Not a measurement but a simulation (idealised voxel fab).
A process module follows: voxel capacitor over wiring.
Section cut is 285 nm wide and gridded with 5 nm square cells.
If you're reading a cross-section in this doc, picture square cells in a grid; it comes to you as bands, top ones listed first down to the bottom, and a band can be one or more rows of cells.
The entry gives the band's vertical extent as a top height and a bottom height in nm, then its horizontal make-up as materials from left to right, each with a width in nm. "empty" stands for empty space; a single material marked "all across" fills the band edge to edge.
The level at which height equals 0 is the one under which the wafer, as it arrives, is entirely one material. No lower edge exists for the bottom band, which continues downward and is notated as in "z 0 and below".
The notation "30 to 40" denotes a width that varies across the rows of cells in the band, beginning at the first number in the top row, finishing at the second number in the bottom row, and changing by an identical amount from each row to the next.
The designation "no alteration", where it is given for a processing step, indicates that no cell of the cross-section was altered in the course of that step.
Under "Sealed voids" you'll find the enclosed gaps, the ones with no way out to the top, that are 8 cells or bigger; each reads width x height at distance, with distance counted from the left edge, everything in nm.
On each step's line, the part that comes after the settings is the simulator's own comment on the step.
When a step includes a mask, the "overlay nm" setting on its line states how far to the right of its planned place that mask lay, and negative values state how far to the left.
Pairs, read this way: before one process step on the one hand, after it on the other, the after cross-section ending at the lowest band that changed; the step between, settings included, beneath. Same starting wafer throughout, but possibly different runs of this module, so no pair continues from the pair above unless its entry headed "Pre-process" says so.

# Pre-process
> z 105 to 75  resist: 90, empty: 15, resist: 180
> z 75 to 60  aC all across
> z 60 to 45  lowk all across
> z 45 to 40  SiCN all across
> z 40 to 35  SiO2 all across
> z 35 to 15  SiO2: 75, Ru: 30, SiO2: 70, Ru: 30, SiO2: 80
> z 15 to 10  SiO2: 75, TiN: 30, SiO2: 70, TiN: 30, SiO2: 80
> z 10 to 0  SiO2 all across
> z 0 and below  Si all across
> Sealed voids: none

# Step Result
> z 90 to 75  resist: 90, empty: 15, resist: 180
> z 75 to 60  aC: 90, empty: 15, aC: 180
> Anything lower than 60 is untouched.
> Sealed voids: none
Which process step falls between the two cross-sections above? DIRECTIONAL_ETCH,etch materials aC,depth nm 15

Pre-process: after-state, pair directly above.

# Step Result
> z 75 to 60  aC: 90, empty: 15, aC: 180
> Anything lower than 60 is untouched.
> Sealed voids: none
Which process step falls between the two cross-sections above? STRIP,etch materials resist

Pre-process: after-state, pair directly above.

# Step Result
> z 75 to 60  aC: 90, empty: 15, aC: 180
> z 60 to 45  lowk: 90, empty: 15, lowk: 180
> Anything lower than 45 is untouched.
> Sealed voids: none
Which process step falls between the two cross-sections above? DIRECTIONAL_ETCH,etch materials lowk,depth nm 15

Pre-process: after-state, pair directly above.

# Step Result
> z 75 to 60  aC: 90, empty: 15, aC: 180
> z 60 to 45  lowk: 90, empty: 15, lowk: 180
> z 45 to 40  SiCN: 90, empty: 15, SiCN: 180
> Anything lower than 40 is untouched.
> Sealed voids: none
Which process step falls between the two cross-sections above? DIRECTIONAL_ETCH,etch materials SiCN,depth nm 5

Pre-process: after-state, pair directly above.

# Step Result
> z 60 to 45  lowk: 90, empty: 15, lowk: 180
> Anything lower than 45 is untouched.
> Sealed voids: none
Which process step falls between the two cross-sections above? STRIP,etch materials aC

Pre-process: after-state, pair directly above.

# Step Result
> z 70 to 60  TiN: 90, empty: 15, TiN: 180
> z 60 to 50  lowk: 90, empty: 15, lowk: 180
> z 50 to 45  lowk: 90, TiN: 15, lowk: 180
> z 45 to 40  SiCN: 90, TiN: 15, SiCN: 180
> Anything lower than 40 is untouched.
> Sealed voids: none
Which process step falls between the two cross-sections above? DIRECTIONAL_DEP,material TiN,thk nm 10

Pre-process: after-state, pair directly above.

# Step Result
> z 75 to 70  Al2O3: 90, empty: 15, Al2O3: 180
> z 70 to 60  TiN: 90, empty: 15, TiN: 180
> z 60 to 55  lowk: 90, empty: 15, lowk: 180
> z 55 to 50  lowk: 90, Al2O3: 15, lowk: 180
> Anything lower than 50 is untouched.
> Sealed voids: none
Which process step falls between the two cross-sections above? DIRECTIONAL_DEP,material Al2O3,thk nm 5

Pre-process: after-state, pair directly above.

# Step Result
> z 80 to 75  TiN: 90, empty: 15, TiN: 180
> z 75 to 70  Al2O3: 90, empty: 15, Al2O3: 180
> z 70 to 60  TiN: 90, empty: 15, TiN: 180
> z 60 to 55  lowk: 90, TiN: 15, lowk: 180
> Anything lower than 55 is untouched.
> Sealed voids: none
Which process step falls between the two cross-sections above? DIRECTIONAL_DEP,material TiN,thk nm 5

Pre-process: after-state, pair directly above.

# Step Result
> z 95 to 80  empty: 90, resist: 75, empty: 120
> z 80 to 75  TiN: 90, resist: 15, TiN: 180
> z 75 to 70  Al2O3: 90, resist: 15, Al2O3: 180
> z 70 to 60  TiN: 90, resist: 15, TiN: 180
> Anything lower than 60 is untouched.
> Sealed voids: none
Which process step falls between the two cross-sections above? PATTERN,tone cover,mask id UPPER_PLATE,material resist,width nm 75,thk nm 15,overlay nm 0

Pre-process: after-state, pair directly above.

# Step Result
> z 95 to 80  empty: 90, resist: 75, empty: 120
> z 80 to 75  empty: 90, resist: 15, TiN: 60, empty: 120
> Anything lower than 75 is untouched.
> Sealed voids: none
Which process step falls between the two cross-sections above? DIRECTIONAL_ETCH,etch materials TiN,depth nm 5

Pre-process: after-state, pair directly above.

# Step Result
> z 95 to 80  empty: 90, resist: 75, empty: 120
> z 80 to 75  empty: 90, resist: 15, TiN: 60, empty: 120
> z 75 to 70  empty: 90, resist: 15, Al2O3: 60, empty: 120
> Anything lower than 70 is untouched.
> Sealed voids: none
Which process step falls between the two cross-sections above? DIRECTIONAL_ETCH,etch materials Al2O3,depth nm 5

Pre-process: after-state, pair directly above.

# Step Result
> z 80 to 75  empty: 105, TiN: 60, empty: 120
> z 75 to 70  empty: 105, Al2O3: 60, empty: 120
> z 70 to 60  TiN: 90, empty: 15, TiN: 180
> Anything lower than 60 is untouched.
> Sealed voids: none
Which process step falls between the two cross-sections above? STRIP,etch materials resist

Pre-process: after-state, pair directly above.

# Step Result
> z 80 to 75  empty: 105, TiN: 60, empty: 120
> z 75 to 70  empty: 105, Al2O3: 60, empty: 120
> z 70 to 60  empty: 85, TiN: 5, empty: 15, TiN: 65, empty: 115
> Anything lower than 60 is untouched.
> Sealed voids: none
Which process step falls between the two cross-sections above? MASKED_ETCH,tone cover,mask id LOWER_PLATE,width nm 85,etch materials TiN,depth nm 10,overlay nm 0

Pre-process: after-state, pair directly above.

# Step Result
> z 100 to 80  SiO2 all across
> z 80 to 75  SiO2: 105, TiN: 60, SiO2: 120
> z 75 to 70  SiO2: 105, Al2O3: 60, SiO2: 120
> z 70 to 60  SiO2: 85, TiN: 5, SiO2: 15, TiN: 65, SiO2: 115
> Anything lower than 60 is untouched.
> Sealed voids: none
Which process step falls between the two cross-sections above? FILL_DEP,material SiO2,thk nm 20

Pre-process: after-state, pair directly above.

# Step Result
> z 95 to 80  SiO2 all across
> Anything lower than 80 is untouched.
> Sealed voids: none
Which process step falls between the two cross-sections above? CMP,height nm 95

Pre-process: after-state, pair directly above.

# Step Result
> z 95 to 80  SiO2: 100, empty: 15, SiO2: 170
> Anything lower than 80 is untouched.
> Sealed voids: none
Which process step falls between the two cross-sections above? MASKED_ETCH,tone open,mask id PLUG_2,width nm 15,etch materials SiO2,depth nm 15,overlay nm 0

Pre-process: after-state, pair directly above.

# Step Result
> z 100 to 95  TiN: 105, empty: 5, TiN: 175
> z 95 to 85  SiO2: 100, TiN: 5, empty: 5, TiN: 5, SiO2: 170
> z 85 to 75  SiO2: 100 to 105, TiN: 15 to 60, SiO2: 170 to 120
> Anything lower than 75 is untouched.
> Sealed voids: none
Which process step falls between the two cross-sections above? CONFORMAL_DEP,material TiN,thk nm 5

Pre-process: after-state, pair directly above.

# Step Result
> z 110 to 100  Ru all across
> z 100 to 95  TiN: 105, Ru: 5, TiN: 175
> z 95 to 85  SiO2: 100, TiN: 5, Ru: 5, TiN: 5, SiO2: 170
> Anything lower than 85 is untouched.
> Sealed voids: none
Which process step falls between the two cross-sections above? FILL_DEP,material Ru,thk nm 10

Pre-process: after-state, pair directly above.

# Step Result
> z 95 to 85  SiO2: 100, TiN: 5, Ru: 5, TiN: 5, SiO2: 170
> Anything lower than 85 is untouched.
> Sealed voids: none
Which process step falls between the two cross-sections above? CMP,height nm 95

Pre-process: after-state, pair directly above.

# Step Result
> z 100 to 95  SiN all across
> Anything lower than 95 is untouched.
> Sealed voids: none
Which process step falls between the two cross-sections above? CONFORMAL_DEP,material SiN,thk nm 5

# Pre-process
> z 80 to 75  TiN all across
> z 75 to 70  Al2O3 all across
> z 70 to 60  TiN all across
> z 60 to 45  lowk: 90, Ru: 15, lowk: 180
> z 45 to 40  SiCN: 90, Ru: 15, SiCN: 180
> z 40 to 20  SiO2: 75, Ru: 30, SiO2: 70, Ru: 30, SiO2: 80
> z 20 to 15  SiO2: 75, TiN: 30, SiO2: 70, TiN: 30, SiO2: 80
> z 15 to 0  SiO2 all across
> z 0 and below  Si all across
> Sealed voids: none

# Step Result
> z 95 to 80  empty: 90, resist: 80, empty: 115
> Anything lower than 80 is untouched.
> Sealed voids: none
Which process step falls between the two cross-sections above? PATTERN,tone cover,mask id UPPER_PLATE,material resist,width nm 80,thk nm 15,overlay nm 0

Pre-process: after-state, pair directly above.

# Step Result
> z 95 to 80  empty: 90, resist: 80, empty: 115
> z 80 to 75  empty: 90, TiN: 80, empty: 115
> Anything lower than 75 is untouched.
> Sealed voids: none
Which process step falls between the two cross-sections above? DIRECTIONAL_ETCH,etch materials TiN,depth nm 5

Pre-process: after-state, pair directly above.

# Step Result
> z 95 to 80  empty: 90, resist: 80, empty: 115
> z 80 to 75  empty: 90, TiN: 80, empty: 115
> z 75 to 70  empty: 90, Al2O3: 80, empty: 115
> Anything lower than 70 is untouched.
> Sealed voids: none
Which process step falls between the two cross-sections above? DIRECTIONAL_ETCH,etch materials Al2O3,depth nm 5

Pre-process: after-state, pair directly above.

# Step Result
> z 80 to 75  empty: 90, TiN: 80, empty: 115
> Anything lower than 75 is untouched.
> Sealed voids: none
Which process step falls between the two cross-sections above? STRIP,etch materials resist

Pre-process: after-state, pair directly above.

# Step Result
> z 80 to 75  empty: 90, TiN: 80, empty: 115
> z 75 to 70  empty: 90, Al2O3: 80, empty: 115
> z 70 to 60  empty: 85, TiN: 85, empty: 115
> Anything lower than 60 is untouched.
> Sealed voids: none
Which process step falls between the two cross-sections above? MASKED_ETCH,tone cover,mask id LOWER_PLATE,width nm 85,etch materials TiN,depth nm 10,overlay nm 0

Pre-process: after-state, pair directly above.

# Step Result
> z 100 to 80  SiO2 all across
> z 80 to 75  SiO2: 90, TiN: 80, SiO2: 115
> z 75 to 70  SiO2: 90, Al2O3: 80, SiO2: 115
> z 70 to 60  SiO2: 85, TiN: 85, SiO2: 115
> Anything lower than 60 is untouched.
> Sealed voids: none
Which process step falls between the two cross-sections above? FILL_DEP,material SiO2,thk nm 20

Pre-process: after-state, pair directly above.

# Step Result
> z 95 to 80  SiO2 all across
> Anything lower than 80 is untouched.
> Sealed voids: none
Which process step falls between the two cross-sections above? CMP,height nm 95

Pre-process: after-state, pair directly above.

# Step Result
> z 95 to 80  SiO2: 100, empty: 15, SiO2: 170
> Anything lower than 80 is untouched.
> Sealed voids: none
Which process step falls between the two cross-sections above? MASKED_ETCH,tone open,mask id PLUG_2,width nm 15,etch materials SiO2,depth nm 15,overlay nm 0

Pre-process: after-state, pair directly above.

# Step Result
> z 100 to 95  TiN: 105, empty: 5, TiN: 175
> z 95 to 85  SiO2: 100, TiN: 5, empty: 5, TiN: 5, SiO2: 170
> z 85 to 75  SiO2: 100 to 90, TiN: 15 to 80, SiO2: 170 to 115
> Anything lower than 75 is untouched.
> Sealed voids: none
Which process step falls between the two cross-sections above? CONFORMAL_DEP,material TiN,thk nm 5

Pre-process: after-state, pair directly above.

# Step Result
> z 110 to 100  Ru all across
> z 100 to 95  TiN: 105, Ru: 5, TiN: 175
> z 95 to 85  SiO2: 100, TiN: 5, Ru: 5, TiN: 5, SiO2: 170
> Anything lower than 85 is untouched.
> Sealed voids: none
Which process step falls between the two cross-sections above? FILL_DEP,material Ru,thk nm 10

Pre-process: after-state, pair directly above.

# Step Result
> z 95 to 85  SiO2: 100, TiN: 5, Ru: 5, TiN: 5, SiO2: 170
> Anything lower than 85 is untouched.
> Sealed voids: none
Which process step falls between the two cross-sections above? CMP,height nm 95

Pre-process: after-state, pair directly above.

# Step Result
> z 100 to 95  SiN all across
> Anything lower than 95 is untouched.
> Sealed voids: none
Which process step falls between the two cross-sections above? CONFORMAL_DEP,material SiN,thk nm 5

# Pre-process
> z 40 to 20  Ru all across
> z 20 to 15  TiN all across
> z 15 to 0  SiO2 all across
> z 0 and below  Si all across
> Sealed voids: none

# Step Result
> z 60 to 40  empty: 80, resist: 30, empty: 70, resist: 30, empty: 75
> Anything lower than 40 is untouched.
> Sealed voids: none
Which process step falls between the two cross-sections above? PATTERN,tone cover,mask id METAL_1,material resist,width nm 30,pitch nm 100,thk nm 20,overlay nm 5

Pre-process: after-state, pair directly above.

# Step Result
> z 60 to 40  empty: 80, resist: 30, empty: 70, resist: 30, empty: 75
> z 40 to 20  empty: 80, Ru: 30, empty: 70, Ru: 30, empty: 75
> Anything lower than 20 is untouched.
> Sealed voids: none
Which process step falls between the two cross-sections above? DIRECTIONAL_ETCH,etch materials Ru,depth nm 20

Pre-process: after-state, pair directly above.

# Step Result
> z 60 to 40  empty: 80, resist: 30, empty: 70, resist: 30, empty: 75
> z 40 to 20  empty: 80, Ru: 30, empty: 70, Ru: 30, empty: 75
> z 20 to 15  empty: 80, TiN: 30, empty: 70, TiN: 30, empty: 75
> Anything lower than 15 is untouched.
> Sealed voids: none
Which process step falls between the two cross-sections above? DIRECTIONAL_ETCH,etch materials TiN,depth nm 5

Pre-process: after-state, pair directly above.

# Step Result
> z 40 to 20  empty: 80, Ru: 30, empty: 70, Ru: 30, empty: 75
> Anything lower than 20 is untouched.
> Sealed voids: none
Which process step falls between the two cross-sections above? STRIP,etch materials resist

Pre-process: after-state, pair directly above.

# Step Result
> z 50 to 40  SiO2 all across
> z 40 to 20  SiO2: 80, Ru: 30, SiO2: 70, Ru: 30, SiO2: 75
> z 20 to 15  SiO2: 80, TiN: 30, SiO2: 70, TiN: 30, SiO2: 75
> Anything lower than 15 is untouched.
> Sealed voids: none
Which process step falls between the two cross-sections above? FILL_DEP,material SiO2,thk nm 10

Pre-process: after-state, pair directly above.

# Step Result
> z 40 to 20  SiO2: 80, Ru: 30, SiO2: 70, Ru: 30, SiO2: 75
> Anything lower than 20 is untouched.
> Sealed voids: none
Which process step falls between the two cross-sections above? CMP,height nm 40

Pre-process: after-state, pair directly above.

# Step Result
> z 45 to 40  SiCN all across
> Anything lower than 40 is untouched.
> Sealed voids: none
Which process step falls between the two cross-sections above? CONFORMAL_DEP,material SiCN,thk nm 5

Pre-process: after-state, pair directly above.

# Step Result
> z 60 to 45  lowk all across
> Anything lower than 45 is untouched.
> Sealed voids: none
Which process step falls between the two cross-sections above? DIRECTIONAL_DEP,material lowk,thk nm 15

Pre-process: after-state, pair directly above.

# Step Result
> z 75 to 60  aC all across
> Anything lower than 60 is untouched.
> Sealed voids: none
Which process step falls between the two cross-sections above? DIRECTIONAL_DEP,material aC,thk nm 15

Pre-process: after-state, pair directly above.

# Step Result
> z 105 to 75  resist: 90, empty: 15, resist: 180
> Anything lower than 75 is untouched.
> Sealed voids: none
Which process step falls between the two cross-sections above? PATTERN,tone open,mask id PLUG_1,material resist,width nm 15,thk nm 30,overlay nm 0

Pre-process: after-state, pair directly above.

# Step Result
> z 90 to 75  resist: 90, empty: 15, resist: 180
> z 75 to 60  aC: 90, empty: 15, aC: 180
> Anything lower than 60 is untouched.
> Sealed voids: none
Which process step falls between the two cross-sections above? DIRECTIONAL_ETCH,etch materials aC,depth nm 15

Pre-process: after-state, pair directly above.

# Step Result
> z 75 to 60  aC: 90, empty: 15, aC: 180
> Anything lower than 60 is untouched.
> Sealed voids: none
Which process step falls between the two cross-sections above? STRIP,etch materials resist

Pre-process: after-state, pair directly above.

# Step Result
> z 75 to 60  aC: 90, empty: 15, aC: 180
> z 60 to 45  lowk: 90, empty: 15, lowk: 180
> Anything lower than 45 is untouched.
> Sealed voids: none
Which process step falls between the two cross-sections above? DIRECTIONAL_ETCH,etch materials lowk,depth nm 15

Pre-process: after-state, pair directly above.

# Step Result
> z 75 to 60  aC: 90, empty: 15, aC: 180
> z 60 to 45  lowk: 90, empty: 15, lowk: 180
> z 45 to 40  SiCN: 90, empty: 15, SiCN: 180
> Anything lower than 40 is untouched.
> Sealed voids: none
Which process step falls between the two cross-sections above? DIRECTIONAL_ETCH,etch materials SiCN,depth nm 5

Pre-process: after-state, pair directly above.

# Step Result
> z 60 to 45  lowk: 90, empty: 15, lowk: 180
> Anything lower than 45 is untouched.
> Sealed voids: none
Which process step falls between the two cross-sections above? STRIP,etch materials aC

Pre-process: after-state, pair directly above.

# Step Result
> z 60 to 50  lowk: 90, empty: 15, lowk: 180
> z 50 to 45  lowk: 90, Ru: 15, lowk: 180
> z 45 to 40  SiCN: 90, Ru: 15, SiCN: 180
> Anything lower than 40 is untouched.
> Sealed voids: none
Which process step falls between the two cross-sections above? EPI,material Ru,thk nm 10

Pre-process: after-state, pair directly above.

# Step Result
> z 60 to 45  lowk: 90, Ru: 15, lowk: 180
> Anything lower than 45 is untouched.
> Sealed voids: none
Which process step falls between the two cross-sections above? EPI,material Ru,thk nm 10

Pre-process: after-state, pair directly above.

# Step Result
> z 70 to 60  TiN all across
> Anything lower than 60 is untouched.
> Sealed voids: none
Which process step falls between the two cross-sections above? DIRECTIONAL_DEP,material TiN,thk nm 10

Pre-process: after-state, pair directly above.

# Step Result
> z 75 to 70  Al2O3 all across
> Anything lower than 70 is untouched.
> Sealed voids: none
Which process step falls between the two cross-sections above? DIRECTIONAL_DEP,material Al2O3,thk nm 5

Pre-process: after-state, pair directly above.

# Step Result
> z 80 to 75  TiN all across
> Anything lower than 75 is untouched.
> Sealed voids: none
Which process step falls between the two cross-sections above? DIRECTIONAL_DEP,material TiN,thk nm 5

Pre-process: after-state, pair directly above.

# Step Result
> z 95 to 80  empty: 90, resist: 75, empty: 120
> Anything lower than 80 is untouched.
> Sealed voids: none
Which process step falls between the two cross-sections above? PATTERN,tone cover,mask id UPPER_PLATE,material resist,width nm 75,thk nm 15,overlay nm 0

Pre-process: after-state, pair directly above.

# Step Result
> z 95 to 80  empty: 90, resist: 75, empty: 120
> z 80 to 75  empty: 90, TiN: 75, empty: 120
> Anything lower than 75 is untouched.
> Sealed voids: none
Which process step falls between the two cross-sections above? DIRECTIONAL_ETCH,etch materials TiN,depth nm 5

Pre-process: after-state, pair directly above.

# Step Result
> z 95 to 80  empty: 90, resist: 75, empty: 120
> z 80 to 75  empty: 90, TiN: 75, empty: 120
> z 75 to 70  empty: 90, Al2O3: 75, empty: 120
> Anything lower than 70 is untouched.
> Sealed voids: none
Which process step falls between the two cross-sections above? DIRECTIONAL_ETCH,etch materials Al2O3,depth nm 5

Pre-process: after-state, pair directly above.

# Step Result
> z 80 to 75  empty: 90, TiN: 75, empty: 120
> Anything lower than 75 is untouched.
> Sealed voids: none
Which process step falls between the two cross-sections above? STRIP,etch materials resist

Pre-process: after-state, pair directly above.

# Step Result
> z 80 to 75  empty: 90, TiN: 75, empty: 120
> z 75 to 70  empty: 90, Al2O3: 75, empty: 120
> z 70 to 60  empty: 85, TiN: 85, empty: 115
> Anything lower than 60 is untouched.
> Sealed voids: none
Which process step falls between the two cross-sections above? MASKED_ETCH,tone cover,mask id LOWER_PLATE,width nm 85,etch materials TiN,depth nm 10,overlay nm 0

Pre-process: after-state, pair directly above.

# Step Result
> z 100 to 80  SiO2 all across
> z 80 to 75  SiO2: 90, TiN: 75, SiO2: 120
> z 75 to 70  SiO2: 90, Al2O3: 75, SiO2: 120
> z 70 to 60  SiO2: 85, TiN: 85, SiO2: 115
> Anything lower than 60 is untouched.
> Sealed voids: none
Which process step falls between the two cross-sections above? FILL_DEP,material SiO2,thk nm 20

Pre-process: after-state, pair directly above.

# Step Result
> z 95 to 80  SiO2 all across
> Anything lower than 80 is untouched.
> Sealed voids: none
Which process step falls between the two cross-sections above? CMP,height nm 95

Pre-process: after-state, pair directly above.

# Step Result
> z 95 to 80  SiO2: 100, empty: 15, SiO2: 170
> Anything lower than 80 is untouched.
> Sealed voids: none
Which process step falls between the two cross-sections above? MASKED_ETCH,tone open,mask id PLUG_2,width nm 15,etch materials SiO2,depth nm 15,overlay nm 0

Pre-process: after-state, pair directly above.

# Step Result
> z 100 to 95  TiN: 105, empty: 5, TiN: 175
> z 95 to 85  SiO2: 100, TiN: 5, empty: 5, TiN: 5, SiO2: 170
> z 85 to 75  SiO2: 100 to 90, TiN: 15 to 75, SiO2: 170 to 120
> Anything lower than 75 is untouched.
> Sealed voids: none
Which process step falls between the two cross-sections above? CONFORMAL_DEP,material TiN,thk nm 5

Pre-process: after-state, pair directly above.

# Step Result
> z 110 to 100  Ru all across
> z 100 to 95  TiN: 105, Ru: 5, TiN: 175
> z 95 to 85  SiO2: 100, TiN: 5, Ru: 5, TiN: 5, SiO2: 170
> Anything lower than 85 is untouched.
> Sealed voids: none
Which process step falls between the two cross-sections above? FILL_DEP,material Ru,thk nm 10

Pre-process: after-state, pair directly above.

# Step Result
> z 95 to 85  SiO2: 100, TiN: 5, Ru: 5, TiN: 5, SiO2: 170
> Anything lower than 85 is untouched.
> Sealed voids: none
Which process step falls between the two cross-sections above? CMP,height nm 95

Pre-process: after-state, pair directly above.

# Step Result
> z 100 to 95  SiN all across
> Anything lower than 95 is untouched.
> Sealed voids: none
Which process step falls between the two cross-sections above? CONFORMAL_DEP,material SiN,thk nm 5

# Pre-process
> z 20 to 15  TiN all across
> z 15 to 0  SiO2 all across
> z 0 and below  Si all across
> Sealed voids: none

# Step Result
> z 40 to 20  Al2O3 all across
> Anything lower than 20 is untouched.
> Sealed voids: none
Which process step falls between the two cross-sections above? DIRECTIONAL_DEP,material Al2O3,thk nm 20

Pre-process: after-state, pair directly above.

# Step Result
> z 60 to 40  empty: 75, resist: 30, empty: 70, resist: 30, empty: 80
> Anything lower than 40 is untouched.
> Sealed voids: none
Which process step falls between the two cross-sections above? PATTERN,tone cover,mask id METAL_1,material resist,width nm 30,pitch nm 100,thk nm 20,overlay nm 0

Pre-process: after-state, pair directly above.

# Step Result
> z 40 to 20  Al2O3 all across
> Anything lower than 20 is untouched.
> Sealed voids: none
Which process step falls between the two cross-sections above? STRIP,etch materials resist

Pre-process: after-state, pair directly above.

# Step Result
> z 50 to 40  SiO2 all across
> Anything lower than 40 is untouched.
> Sealed voids: none
Which process step falls between the two cross-sections above? FILL_DEP,material SiO2,thk nm 10

Pre-process: after-state, pair directly above.

# Step Result
> z 40 to 20  Al2O3 all across
> Anything lower than 20 is untouched.
> Sealed voids: none
Which process step falls between the two cross-sections above? CMP,height nm 40

Pre-process: after-state, pair directly above.

# Step Result
> z 45 to 40  SiCN all across
> Anything lower than 40 is untouched.
> Sealed voids: none
Which process step falls between the two cross-sections above? CONFORMAL_DEP,material SiCN,thk nm 5

Pre-process: after-state, pair directly above.

# Step Result
> z 60 to 45  lowk all across
> Anything lower than 45 is untouched.
> Sealed voids: none
Which process step falls between the two cross-sections above? DIRECTIONAL_DEP,material lowk,thk nm 15

Pre-process: after-state, pair directly above.

# Step Result
> z 75 to 60  aC all across
> Anything lower than 60 is untouched.
> Sealed voids: none
Which process step falls between the two cross-sections above? DIRECTIONAL_DEP,material aC,thk nm 15

Pre-process: after-state, pair directly above.

# Step Result
> z 105 to 75  resist: 90, empty: 15, resist: 180
> Anything lower than 75 is untouched.
> Sealed voids: none
Which process step falls between the two cross-sections above? PATTERN,tone open,mask id PLUG_1,material resist,width nm 15,thk nm 30,overlay nm 0

Pre-process: after-state, pair directly above.

# Step Result
> z 90 to 75  resist: 90, empty: 15, resist: 180
> z 75 to 60  aC: 90, empty: 15, aC: 180
> Anything lower than 60 is untouched.
> Sealed voids: none
Which process step falls between the two cross-sections above? DIRECTIONAL_ETCH,etch materials aC,depth nm 15

Pre-process: after-state, pair directly above.

# Step Result
> z 75 to 60  aC: 90, empty: 15, aC: 180
> Anything lower than 60 is untouched.
> Sealed voids: none
Which process step falls between the two cross-sections above? STRIP,etch materials resist

Pre-process: after-state, pair directly above.

# Step Result
> z 75 to 60  aC: 90, empty: 15, aC: 180
> z 60 to 45  lowk: 90, empty: 15, lowk: 180
> Anything lower than 45 is untouched.
> Sealed voids: none
Which process step falls between the two cross-sections above? DIRECTIONAL_ETCH,etch materials lowk,depth nm 15

Pre-process: after-state, pair directly above.

# Step Result
> z 75 to 60  aC: 90, empty: 15, aC: 180
> z 60 to 45  lowk: 90, empty: 15, lowk: 180
> z 45 to 40  SiCN: 90, empty: 15, SiCN: 180
> Anything lower than 40 is untouched.
> Sealed voids: none
Which process step falls between the two cross-sections above? DIRECTIONAL_ETCH,etch materials SiCN,depth nm 5

Pre-process: after-state, pair directly above.

# Step Result
> z 60 to 45  lowk: 90, empty: 15, lowk: 180
> Anything lower than 45 is untouched.
> Sealed voids: none
Which process step falls between the two cross-sections above? STRIP,etch materials aC

Pre-process: after-state, pair directly above.

# Step Result
> z 70 to 60  TiN: 90, empty: 15, TiN: 180
> z 60 to 50  lowk: 90, empty: 15, lowk: 180
> z 50 to 45  lowk: 90, TiN: 15, lowk: 180
> z 45 to 40  SiCN: 90, TiN: 15, SiCN: 180
> Anything lower than 40 is untouched.
> Sealed voids: none
Which process step falls between the two cross-sections above? DIRECTIONAL_DEP,material TiN,thk nm 10

Pre-process: after-state, pair directly above.

# Step Result
> z 75 to 70  Al2O3: 90, empty: 15, Al2O3: 180
> z 70 to 60  TiN: 90, empty: 15, TiN: 180
> z 60 to 55  lowk: 90, empty: 15, lowk: 180
> z 55 to 50  lowk: 90, Al2O3: 15, lowk: 180
> Anything lower than 50 is untouched.
> Sealed voids: none
Which process step falls between the two cross-sections above? DIRECTIONAL_DEP,material Al2O3,thk nm 5

Pre-process: after-state, pair directly above.

# Step Result
> z 80 to 75  TiN: 90, empty: 15, TiN: 180
> z 75 to 70  Al2O3: 90, empty: 15, Al2O3: 180
> z 70 to 60  TiN: 90, empty: 15, TiN: 180
> z 60 to 55  lowk: 90, TiN: 15, lowk: 180
> Anything lower than 55 is untouched.
> Sealed voids: none
Which process step falls between the two cross-sections above? DIRECTIONAL_DEP,material TiN,thk nm 5

Pre-process: after-state, pair directly above.

# Step Result
> z 95 to 80  empty: 90, resist: 75, empty: 120
> z 80 to 75  TiN: 90, resist: 15, TiN: 180
> z 75 to 70  Al2O3: 90, resist: 15, Al2O3: 180
> z 70 to 60  TiN: 90, resist: 15, TiN: 180
> Anything lower than 60 is untouched.
> Sealed voids: none
Which process step falls between the two cross-sections above? PATTERN,tone cover,mask id UPPER_PLATE,material resist,width nm 75,thk nm 15,overlay nm 0

Pre-process: after-state, pair directly above.

# Step Result
> z 95 to 80  empty: 90, resist: 75, empty: 120
> z 80 to 75  empty: 90, resist: 15, TiN: 60, empty: 120
> Anything lower than 75 is untouched.
> Sealed voids: none
Which process step falls between the two cross-sections above? DIRECTIONAL_ETCH,etch materials TiN,depth nm 5

Pre-process: after-state, pair directly above.

# Step Result
> z 95 to 80  empty: 90, resist: 75, empty: 120
> z 80 to 75  empty: 90, resist: 15, TiN: 60, empty: 120
> z 75 to 70  empty: 90, resist: 15, Al2O3: 60, empty: 120
> Anything lower than 70 is untouched.
> Sealed voids: none
Which process step falls between the two cross-sections above? DIRECTIONAL_ETCH,etch materials Al2O3,depth nm 5

Pre-process: after-state, pair directly above.

# Step Result
> z 80 to 75  empty: 105, TiN: 60, empty: 120
> z 75 to 70  empty: 105, Al2O3: 60, empty: 120
> z 70 to 60  TiN: 90, empty: 15, TiN: 180
> Anything lower than 60 is untouched.
> Sealed voids: none
Which process step falls between the two cross-sections above? STRIP,etch materials resist

Pre-process: after-state, pair directly above.

# Step Result
> z 80 to 75  empty: 105, TiN: 60, empty: 120
> z 75 to 70  empty: 105, Al2O3: 60, empty: 120
> z 70 to 60  empty: 85, TiN: 5, empty: 15, TiN: 65, empty: 115
> Anything lower than 60 is untouched.
> Sealed voids: none
Which process step falls between the two cross-sections above? MASKED_ETCH,tone cover,mask id LOWER_PLATE,width nm 85,etch materials TiN,depth nm 10,overlay nm 0

Pre-process: after-state, pair directly above.

# Step Result
> z 100 to 80  SiO2 all across
> z 80 to 75  SiO2: 105, TiN: 60, SiO2: 120
> z 75 to 70  SiO2: 105, Al2O3: 60, SiO2: 120
> z 70 to 60  SiO2: 85, TiN: 5, SiO2: 15, TiN: 65, SiO2: 115
> Anything lower than 60 is untouched.
> Sealed voids: none
Which process step falls between the two cross-sections above? FILL_DEP,material SiO2,thk nm 20

Pre-process: after-state, pair directly above.

# Step Result
> z 95 to 80  SiO2 all across
> Anything lower than 80 is untouched.
> Sealed voids: none
Which process step falls between the two cross-sections above? CMP,height nm 95

Pre-process: after-state, pair directly above.

# Step Result
> z 95 to 80  SiO2: 100, empty: 15, SiO2: 170
> Anything lower than 80 is untouched.
> Sealed voids: none
Which process step falls between the two cross-sections above? MASKED_ETCH,tone open,mask id PLUG_2,width nm 15,etch materials SiO2,depth nm 15,overlay nm 0

Pre-process: after-state, pair directly above.

# Step Result
> z 100 to 95  TiN: 105, empty: 5, TiN: 175
> z 95 to 85  SiO2: 100, TiN: 5, empty: 5, TiN: 5, SiO2: 170
> z 85 to 75  SiO2: 100 to 105, TiN: 15 to 60, SiO2: 170 to 120
> Anything lower than 75 is untouched.
> Sealed voids: none
Which process step falls between the two cross-sections above? CONFORMAL_DEP,material TiN,thk nm 5

Pre-process: after-state, pair directly above.

# Step Result
> z 110 to 100  Ru all across
> z 100 to 95  TiN: 105, Ru: 5, TiN: 175
> z 95 to 85  SiO2: 100, TiN: 5, Ru: 5, TiN: 5, SiO2: 170
> Anything lower than 85 is untouched.
> Sealed voids: none
Which process step falls between the two cross-sections above? FILL_DEP,material Ru,thk nm 10
